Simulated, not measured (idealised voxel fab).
process module | voxel wiring stack
cross-section cut | 260 nm wide | cells 5 nm
A cross-section is a grid of square cells, given in bands from the top down. A band is one or more rows of cells.
Each band's line starts with the height of the band's top and of its bottom, in nm. Then come its materials from left to right, each with its width in nm. One material with "throughout" fills the band from edge to edge. "air" is empty space.
Height 0 is the level under which the wafer as received is all one material. The lowest band goes on downwards, as in "0 down".
A width such as "30 to 40" changes by the same amount from each row of cells to the next, from the band's top row to its bottom row.
"no change" after a step means that no cell of the cross-section changed.
closed voids: empty space of 8 cells or more with no open way to the top, each as width x height at its distance from the left edge, in nm
after a step's settings: what the simulator itself notes on the step
overlay nm, on a step with a mask: how far to the right of its planned place the mask lay; to the left if negative
plan
1 op RECEIVE | material Si
2 op CONFORMAL_DEP | material SiO2 | thk nm 15
3 op CONFORMAL_DEP | material SiN | thk nm 5
4 op DIRECTIONAL_DEP | material lowk | thk nm 15
5 op MASKED_ETCH | tone open | mask id METAL_1 | width nm 25 | pitch nm 50 | etch materials lowk | depth nm 15 | overlay nm 0
6 op MASKED_ETCH | tone open | mask id METAL_1 | width nm 25 | pitch nm 50 | etch materials SiN | depth nm 5 | overlay nm 0
7 op CONFORMAL_DEP | material TiN | thk nm 5
8 op FILL_DEP | material W | thk nm 10
9 op CMP | height nm 35
10 op EPI | material Ru | thk nm 5
11 op FILL_DEP | material SiCN | thk nm 5
12 op DIRECTIONAL_DEP | material lowk | thk nm 35
13 op PATTERN | tone open | mask id METAL_2_HOLES | material resist | width nm 15 | thk nm 15 | overlay nm 0
14 op DIRECTIONAL_ETCH | etch materials lowk | depth nm 35
15 op STRIP | etch materials resist
16 op DIRECTIONAL_DEP | material aC | thk nm 15
17 op PATTERN | tone open | mask id METAL_2 | material resist | width nm 25 | pitch nm 50 | thk nm 35 | overlay nm 0
18 op DIRECTIONAL_ETCH | etch materials aC | depth nm 15
19 op STRIP | etch materials resist
20 op DIRECTIONAL_ETCH | etch materials lowk | depth nm 20
21 op DIRECTIONAL_ETCH | etch materials SiCN | depth nm 5
22 op STRIP | etch materials aC
23 op CONFORMAL_DEP | material TiN | thk nm 5
24 op FILL_DEP | material Cu | thk nm 5
25 op CMP | height nm 80
26 op CONFORMAL_DEP | material SiCN | thk nm 5
as received, after step 1
  0 down: Si throughout
  closed voids: none
a wafer at the end: this start, this plan, one mistake
  85 to 80: SiCN throughout
  80 to 65: lowk 90 | TiN 5 | Cu 15 | TiN 5 | lowk 25 | TiN 5 | Cu 15 | TiN 5 | lowk 95
  65 to 60: lowk 90 | TiN 5 | Cu 5 | TiN 15 | lowk 25 | TiN 25 | lowk 95
  60 to 45: lowk 90 | TiN 5 | Cu 5 | TiN 5 | lowk 155
  45 to 40: SiCN 90 | TiN 15 | SiCN 155
  40 to 35: SiCN 85 | Ru 35 | SiCN 15 | Ru 35 | SiCN 90
  35 to 30: SiN 90 | TiN 25 | SiN 25 | TiN 25 | SiN 95
  30 to 15: lowk throughout
  15 to 0: SiO2 throughout
  0 down: Si throughout
  closed voids: none
what went wrong: steps 3 and 4 were swapped
